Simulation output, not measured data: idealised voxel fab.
The following is a process module called voxel lift off.
275 nm wide, 5 nm square cells: that's cross-section cut.
Cross-section format: a grid of square cells, given as bands from top to bottom; each band is one or more rows of cells. Heights first: top, then bottom, in nm. Then materials, left to right, each with a width in nm. "edge to edge" on a single material: fills the band edge to edge. "air": empty space. Heights are measured from 0, the level below which the as-received wafer is all one material; the lowest band has no bottom and continues downward, written as in "from 0 down". The expression "30->40" gives the width at the extremes of the band, the first number at its top row of cells and the second at its bottom row, with the width changing by equal amounts from each row to the next in between. For the purposes of this document, the phrase "no change" attached to a step denotes that no cell within the cross-section was modified by that step. "Enclosed internal voids": empty spaces of 8 cells or more with no open way to the top, each given as width x height at distance, distance from the left edge, all in nm. Where a step's line continues beyond its settings, the continuation is a remark by the simulator itself on that step. Steps that use a mask can have "overlay nm" on their line. It says how far the mask sat to the right of where it was meant to be. Negative means to the left.

Listed below are the process steps as planned
1,RECEIVE with material Si
2,CONFORMAL_DEP with material Al2O3, thk nm 5
3,PATTERN with tone open, mask id LINES, material resist, width nm 15, pitch nm 45, thk nm 25, overlay nm 0
4,DIRECTIONAL_DEP with material Ru, thk nm 10
5,STRIP with etch materials resist
6,CONFORMAL_DEP with material SiCN, thk nm 10
The plan's step 3 width nm is the first wafer's value; the wafers differ in this setting and start identical.

First of several wafers, received after step 1, in cross-section
- from 0 down | Si edge to edge
- Enclosed internal voids: none

Cross-section after step 6, the final step of the module, for the first of several wafers
- from 25 to 15 | air: 75, then SiCN: 35, then air: 10, then SiCN: 35, then air: 10, then SiCN: 35, then air: 75
- from 15 to 5 | SiCN: 85, then Ru: 15, then SiCN: 30, then Ru: 15, then SiCN: 30, then Ru: 15, then SiCN: 85
- from 5 to 0 | Al2O3 edge to edge
- from 0 down | Si edge to edge
- Enclosed internal voids: none

Of the several wafers, the last: cross-section at the end of the module
- from 25 to 15 | air: 70, then SiCN: 140, then air: 65
- from 15 to 5 | SiCN: 80, then Ru: 30, then SiCN: 15, then Ru: 30, then SiCN: 15, then Ru: 30, then SiCN: 75
- from 5 to 0 | Al2O3 edge to edge
- from 0 down | Si edge to edge
- Enclosed internal voids: none

For your reference, the table is organized with a row per wafer; each row reflects the wafer at the end of the module, indicating for each material the cells gained (+) or lost (-) since receipt, and thereafter its closed voids
width nm 15, +55 Al2O3, +18 Ru, +134 SiCN, Enclosed internal voids: none
width nm 20, +55 Al2O3, +24 Ru, +134 SiCN, Enclosed internal voids: none
width nm 25, +55 Al2O3, +30 Ru, +134 SiCN, Enclosed internal voids: none
width nm 30, +55 Al2O3, +36 Ru, +130 SiCN, Enclosed internal voids: none
